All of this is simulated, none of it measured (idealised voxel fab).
You're looking at the process module voxel spacer lines.
cross-section cut | 250 nm wide | cells 5 nm
A cross-section in this document is a grid of square cells, and it is written down as bands, the top band listed before the ones below it; a band is made up of one or more rows of cells. Band: top and bottom heights (nm) first, top before bottom; then materials from left to right, widths in nm. "throughout" marks a sole material filling the band edge to edge. "empty" denotes empty space. Below 0: as-received wafer, all one material; heights counted from there. Lowest band: no bottom, goes on down, written "0 down". The notation "30->40" denotes a width that varies across the rows of cells in the band, beginning at the first number in the top row, finishing at the second number in the bottom row, and changing by an identical amount from each row to the next. "identical to before" means the step left every cell of the cross-section as it was. For the entry "Closed void listing", the listed items are empty spaces with no open way to the top whose size is 8 cells or more; each item follows the pattern width x height at distance, where distance is from the left edge and all three are in nm. The remark found on a step's line after its settings is issued by the simulator itself and pertains to that step. overlay nm: how far to the right of its planned place the mask lay on this masked step (negative: to the left).
# Steps in the process plan
- 1: RECEIVE [material Si]
- 2: CONFORMAL_DEP [material Al2O3] [thk nm 10]
- 3: DIRECTIONAL_DEP [material SiN] [thk nm 20]
- 4: DIRECTIONAL_DEP [material aC] [thk nm 20]
- 5: PATTERN [tone cover] [mask id MANDREL] [material resist] [width nm 15] [pitch nm 50] [thk nm 30] [overlay nm 0]
- 6: DIRECTIONAL_ETCH [etch materials aC] [depth nm 20]
- 7: STRIP [etch materials resist]
- 8: CONFORMAL_DEP [material SiO2] [thk nm 10]
- 9: DIRECTIONAL_ETCH [etch materials SiO2] [depth nm 10]
- 10: STRIP [etch materials aC]
- 11: DIRECTIONAL_ETCH [etch materials SiN] [depth nm 20]
- 12: STRIP [etch materials SiO2]
- 13: FILL_DEP [material lowk] [thk nm 5]
- 14: CMP [height nm 30]
# Cross-section of the incoming wafer, state after step 1
	0 down  Si throughout
	Closed void listing: none
# Result of the module, cross-sectioned: start per above, plan per above, one error in how it was run
	30 to 0  Al2O3 throughout
	0 down  Si throughout
	Closed void listing: none
What was done differently from what was planned? step 3 ran as: DIRECTIONAL_DEP [material Al2O3] [thk nm 20]
